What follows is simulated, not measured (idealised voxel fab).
Process module heading - voxel released beams
The figure presents cross-section cut, which has a width of 185 nm and is divided into square cells with an edge length of 5 nm.
Cross-section format: a grid of square cells, given as bands from top to bottom; each band is one or more rows of cells.
Within each band entry, the heights of the top and of the bottom of the band appear first, in that order and in nm; the materials of the band then follow from left to right, each with its corresponding width in nm. The designation "throughout" on a single material indicates that it fills the band from edge to edge; the designation "empty" indicates empty space.
For the purposes of this specification, 0 denotes the height below which the wafer in its as-received condition is composed wholly of one material, and the lowermost band, lacking a lower limit, extends downward without end, as expressed in "from 0 down".
Per-row width for "30 to 40": begins at first number (top row of band), ends at second number (bottom row), increment between rows held constant.
"no modifications", as given for a step, is the statement that not any cell of the cross-section underwent a change during that step.
Each empty space that has no open way to the top and spans at least 8 cells appears under "Internal closed voids" as width x height at distance, the distance counted from the left edge, all in nm.
Post-settings text on a step line: simulator's own remark regarding the step.
"overlay nm" answers the question of how far to the right of plan the mask lay on a step that has a mask, and when it is negative the answer is to the left.

Here's what the planned process steps look like
1) op RECEIVE | material Si
2) op CONFORMAL_DEP | material Al2O3 | thk nm 5
3) op DIRECTIONAL_DEP | material SiO2 | thk nm 20
4) op MASKED_ETCH | tone open | mask id ANCHOR | width nm 15 | etch materials SiO2 | depth nm 20 | overlay nm 0
5) op CONFORMAL_DEP | material SiN | thk nm 10
6) op DIRECTIONAL_DEP | material aC | thk nm 15
7) op PATTERN | tone cover | mask id BEAM | material resist | width nm 110 | thk nm 35 | overlay nm 0
8) op DIRECTIONAL_ETCH | etch materials aC | depth nm 15
9) op STRIP | etch materials resist
10) op DIRECTIONAL_ETCH | etch materials SiN | depth nm 10
11) op STRIP | etch materials aC
12) op STRIP | etch materials SiO2
Every wafer here starts from the same state; it is the step 4 width nm that distinguishes them, and the value the plan gives belongs to the first wafer.

Received condition of the first of several wafers, sectioned: post-step 1
    from 0 down | Si throughout
    Internal closed voids: none

Note: the following table is arranged by wafer, a row apiece. Each row reports the end-of-module state: per material, cells gained (+) or cells lost (-) compared with the wafer as received; closed voids follow
width nm 15; +37 Al2O3; +56 SiN; Internal closed voids: none
width nm 20; +37 Al2O3; +60 SiN; Internal closed voids: none
width nm 25; +37 Al2O3; +60 SiN; Internal closed voids: none
width nm 30; +37 Al2O3; +60 SiN; Internal closed voids: none
width nm 35; +37 Al2O3; +60 SiN; Internal closed voids: none
width nm 40; +37 Al2O3; +60 SiN; Internal closed voids: none
